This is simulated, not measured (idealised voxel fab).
A process module follows: voxel capacitor over wiring.
We display cut, a cross-section 280 nm in width whose square cells are each 5 nm.
Square cells in a grid make up a cross-section in this document, and the grid is given as bands, listed from the top down, each one or more rows of cells. Per band: top height and bottom height in nm, followed by the left-to-right materials and their widths in nm; "throughout" marks a single material spanning edge to edge, "air" marks empty space. Height is counted from the level 0, under which the received wafer is composed throughout of one material. The lowest of the bands is not closed at the bottom but continues downward, in the notation "0..down". A width such as "30..40" changes by the same amount from each row of cells to the next, from the band's top row to its bottom row. When a step is marked "no alteration", none of the cells in the cross-section changed during that step. Under "Sealed void listing" you'll find the enclosed gaps, the ones with no way out to the top, that are 8 cells or bigger; each reads width x height at distance, with distance counted from the left edge, everything in nm. Post-settings text on a step line: simulator's own remark regarding the step. The optional step-line setting "overlay nm" applies to steps with a mask and quantifies how far to the right of its planned location the mask lay, a negative value indicating leftward placement.
[List of planned process steps]
1 RECEIVE,material Si
2 CONFORMAL_DEP,material SiO2,thk nm 15
3 DIRECTIONAL_DEP,material TiN,thk nm 5
4 DIRECTIONAL_DEP,material W,thk nm 20
5 DIRECTIONAL_DEP,material aC,thk nm 10
6 PATTERN,tone cover,mask id METAL_1,material resist,width nm 30,pitch nm 100,thk nm 30,overlay nm 0
7 DIRECTIONAL_ETCH,etch materials aC,depth nm 10
8 STRIP,etch materials resist
9 DIRECTIONAL_ETCH,etch materials W,depth nm 20
10 DIRECTIONAL_ETCH,etch materials TiN,depth nm 5
11 STRIP,etch materials aC
12 FILL_DEP,material SiO2,thk nm 5
13 CMP,height nm 40
14 CONFORMAL_DEP,material SiCN,thk nm 5
15 DIRECTIONAL_DEP,material SiO2,thk nm 20
16 PATTERN,tone open,mask id PLUG_1,material resist,width nm 15,thk nm 15,overlay nm 0
17 DIRECTIONAL_ETCH,etch materials SiO2,depth nm 20
18 DIRECTIONAL_ETCH,etch materials SiCN,depth nm 5
19 STRIP,etch materials resist
20 CONFORMAL_DEP,material TiN,thk nm 5
21 FILL_DEP,material Cu,thk nm 5
22 CMP,height nm 65
23 DIRECTIONAL_DEP,material TiN,thk nm 10
24 DIRECTIONAL_DEP,material HfO2,thk nm 5
25 DIRECTIONAL_DEP,material TiN,thk nm 5
26 DIRECTIONAL_DEP,material aC,thk nm 15
27 PATTERN,tone cover,mask id UPPER_PLATE,material resist,width nm 75,thk nm 30,overlay nm 0
28 DIRECTIONAL_ETCH,etch materials aC,depth nm 15
29 STRIP,etch materials resist
30 DIRECTIONAL_ETCH,etch materials TiN,depth nm 5
31 DIRECTIONAL_ETCH,etch materials HfO2,depth nm 5
32 STRIP,etch materials aC
33 MASKED_ETCH,tone cover,mask id LOWER_PLATE,width nm 85,etch materials TiN,depth nm 10,overlay nm 0
34 FILL_DEP,material SiO2,thk nm 20
35 CMP,height nm 100
36 DIRECTIONAL_DEP,material aC,thk nm 15
37 PATTERN,tone open,mask id PLUG_2,material resist,width nm 15,thk nm 35,overlay nm 0
38 DIRECTIONAL_ETCH,etch materials aC,depth nm 15
39 STRIP,etch materials resist
40 DIRECTIONAL_ETCH,etch materials SiO2,depth nm 15
41 STRIP,etch materials aC
42 CONFORMAL_DEP,material TiN,thk nm 5
43 FILL_DEP,material Ru,thk nm 10
44 CMP,height nm 100
45 CONFORMAL_DEP,material SiCN,thk nm 5
[The first of the two wafers, which ran as planned]
[as received, after step 1]
- 0..down | Si throughout
- Sealed void listing: none
[So this is the wafer cross-section right after step 2]
- 15..0 | SiO2 throughout
- Heights below 0 show no change.
[So this is the wafer cross-section right after step 3]
- 20..15 | TiN throughout
- Heights below 15 show no change.
[So this is the wafer cross-section right after step 4]
- 40..20 | W throughout
- Heights below 20 show no change.
[So this is the wafer cross-section right after step 5]
- 50..40 | aC throughout
- Heights below 40 show no change.
[So this is the wafer cross-section right after step 6]
- 80..50 | air: 75, then resist: 30, then air: 70, then resist: 30, then air: 75
- Heights below 50 show no change.
[So this is the wafer cross-section right after step 7]
- 70..50 | air: 75, then resist: 30, then air: 70, then resist: 30, then air: 75
- 50..40 | air: 75, then aC: 30, then air: 70, then aC: 30, then air: 75
- Heights below 40 show no change.
[So this is the wafer cross-section right after step 8]
- 50..40 | air: 75, then aC: 30, then air: 70, then aC: 30, then air: 75
- Heights below 40 show no change.
[So this is the wafer cross-section right after step 9]
- 50..40 | air: 75, then aC: 30, then air: 70, then aC: 30, then air: 75
- 40..20 | air: 75, then W: 30, then air: 70, then W: 30, then air: 75
- Heights below 20 show no change.
[So this is the wafer cross-section right after step 10]
- 50..40 | air: 75, then aC: 30, then air: 70, then aC: 30, then air: 75
- 40..20 | air: 75, then W: 30, then air: 70, then W: 30, then air: 75
- 20..15 | air: 75, then TiN: 30, then air: 70, then TiN: 30, then air: 75
- Heights below 15 show no change.
[So this is the wafer cross-section right after step 11]
- 40..20 | air: 75, then W: 30, then air: 70, then W: 30, then air: 75
- Heights below 20 show no change.
[So this is the wafer cross-section right after step 12]
- 45..40 | SiO2 throughout
- 40..20 | SiO2: 75, then W: 30, then SiO2: 70, then W: 30, then SiO2: 75
- 20..15 | SiO2: 75, then TiN: 30, then SiO2: 70, then TiN: 30, then SiO2: 75
- Heights below 15 show no change.
[So this is the wafer cross-section right after step 13]
- 40..20 | SiO2: 75, then W: 30, then SiO2: 70, then W: 30, then SiO2: 75
- Heights below 20 show no change.
[So this is the wafer cross-section right after step 14]
- 45..40 | SiCN throughout
- Heights below 40 show no change.
[So this is the wafer cross-section right after step 15]
- 65..45 | SiO2 throughout
- Heights below 45 show no change.
[So this is the wafer cross-section right after step 16]
- 80..65 | resist: 90, then air: 15, then resist: 175
- Heights below 65 show no change.
[So this is the wafer cross-section right after step 17]
- 80..65 | resist: 90, then air: 15, then resist: 175
- 65..45 | SiO2: 90, then air: 15, then SiO2: 175
- Heights below 45 show no change.
[So this is the wafer cross-section right after step 18]
- 80..65 | resist: 90, then air: 15, then resist: 175
- 65..45 | SiO2: 90, then air: 15, then SiO2: 175
- 45..40 | SiCN: 90, then air: 15, then SiCN: 175
- Heights below 40 show no change.
[So this is the wafer cross-section right after step 19]
- 65..45 | SiO2: 90, then air: 15, then SiO2: 175
- Heights below 45 show no change.
[So this is the wafer cross-section right after step 20]
- 70..65 | TiN: 95, then air: 5, then TiN: 180
- 65..45 | SiO2: 90, then TiN: 5, then air: 5, then TiN: 5, then SiO2: 175
- 45..40 | SiCN: 90, then TiN: 15, then SiCN: 175
- Heights below 40 show no change.
[So this is the wafer cross-section right after step 21]
- 75..70 | Cu throughout
- 70..65 | TiN: 95, then Cu: 5, then TiN: 180
- 65..45 | SiO2: 90, then TiN: 5, then Cu: 5, then TiN: 5, then SiO2: 175
- Heights below 45 show no change.
[So this is the wafer cross-section right after step 22]
- 65..45 | SiO2: 90, then TiN: 5, then Cu: 5, then TiN: 5, then SiO2: 175
- Heights below 45 show no change.
[So this is the wafer cross-section right after step 23]
- 75..65 | TiN throughout
- Heights below 65 show no change.
[So this is the wafer cross-section right after step 24]
- 80..75 | HfO2 throughout
- Heights below 75 show no change.
[So this is the wafer cross-section right after step 25]
- 85..80 | TiN throughout
- Heights below 80 show no change.
[So this is the wafer cross-section right after step 26]
- 100..85 | aC throughout
- Heights below 85 show no change.
[So this is the wafer cross-section right after step 27]
- 130..100 | air: 90, then resist: 75, then air: 115
- Heights below 100 show no change.
[So this is the wafer cross-section right after step 28]
- 115..100 | air: 90, then resist: 75, then air: 115
- 100..85 | air: 90, then aC: 75, then air: 115
- Heights below 85 show no change.
[So this is the wafer cross-section right after step 29]
- 100..85 | air: 90, then aC: 75, then air: 115
- Heights below 85 show no change.
[So this is the wafer cross-section right after step 30]
- 100..85 | air: 90, then aC: 75, then air: 115
- 85..80 | air: 90, then TiN: 75, then air: 115
- Heights below 80 show no change.
[So this is the wafer cross-section right after step 31]
- 100..85 | air: 90, then aC: 75, then air: 115
- 85..80 | air: 90, then TiN: 75, then air: 115
- 80..75 | air: 90, then HfO2: 75, then air: 115
- Heights below 75 show no change.
[So this is the wafer cross-section right after step 32]
- 85..80 | air: 90, then TiN: 75, then air: 115
- Heights below 80 show no change.
[So this is the wafer cross-section right after step 33]
- 85..80 | air: 90, then TiN: 75, then air: 115
- 80..75 | air: 90, then HfO2: 75, then air: 115
- 75..65 | air: 85, then TiN: 85, then air: 110
- Heights below 65 show no change.
[So this is the wafer cross-section right after step 34]
- 105..85 | SiO2 throughout
- 85..80 | SiO2: 90, then TiN: 75, then SiO2: 115
- 80..75 | SiO2: 90, then HfO2: 75, then SiO2: 115
- 75..65 | SiO2: 85, then TiN: 85, then SiO2: 110
- Heights below 65 show no change.
[So this is the wafer cross-section right after step 35]
- 100..85 | SiO2 throughout
- Heights below 85 show no change.
[So this is the wafer cross-section right after step 36]
- 115..100 | aC throughout
- Heights below 100 show no change.
[So this is the wafer cross-section right after step 37]
- 150..115 | resist: 100, then air: 15, then resist: 165
- Heights below 115 show no change.
[So this is the wafer cross-section right after step 38]
- 135..115 | resist: 100, then air: 15, then resist: 165
- 115..100 | aC: 100, then air: 15, then aC: 165
- Heights below 100 show no change.
[So this is the wafer cross-section right after step 39]
- 115..100 | aC: 100, then air: 15, then aC: 165
- Heights below 100 show no change.
[So this is the wafer cross-section right after step 40]
- 115..100 | aC: 100, then air: 15, then aC: 165
- 100..85 | SiO2: 100, then air: 15, then SiO2: 165
- Heights below 85 show no change.
[So this is the wafer cross-section right after step 41]
- 100..85 | SiO2: 100, then air: 15, then SiO2: 165
- Heights below 85 show no change.
[So this is the wafer cross-section right after step 42]
- 105..100 | TiN: 105, then air: 5, then TiN: 170
- 100..90 | SiO2: 100, then TiN: 5, then air: 5, then TiN: 5, then SiO2: 165
- 90..80 | SiO2: 100..90, then TiN: 15..75, then SiO2: 165..115
- Heights below 80 show no change.
[So this is the wafer cross-section right after step 43]
- 115..105 | Ru throughout
- 105..100 | TiN: 105, then Ru: 5, then TiN: 170
- 100..90 | SiO2: 100, then TiN: 5, then Ru: 5, then TiN: 5, then SiO2: 165
- Heights below 90 show no change.
[So this is the wafer cross-section right after step 44]
- 100..90 | SiO2: 100, then TiN: 5, then Ru: 5, then TiN: 5, then SiO2: 165
- Heights below 90 show no change.
[So this is the wafer cross-section right after step 45]
- 105..100 | SiCN throughout
- Heights below 100 show no change.
[Regarding the second of the two wafers: it shared the first wafer's starting condition and process plan, yet one error occurred during its execution. Its history coincides with that of the first wafer up to and including step 44]
[Cross-section of the second wafer at the time step 45 of the plan should have ended]
- 105..100 | Cu throughout
- Heights below 100 show no change.
Plan not followed: not per plan at step 45, really ran CONFORMAL_DEP,material Cu,thk nm 5
Once processing is complete, comparing cell counts shows that the second wafer has more or fewer of certain materials than the first: Cu +56 | SiCN -56
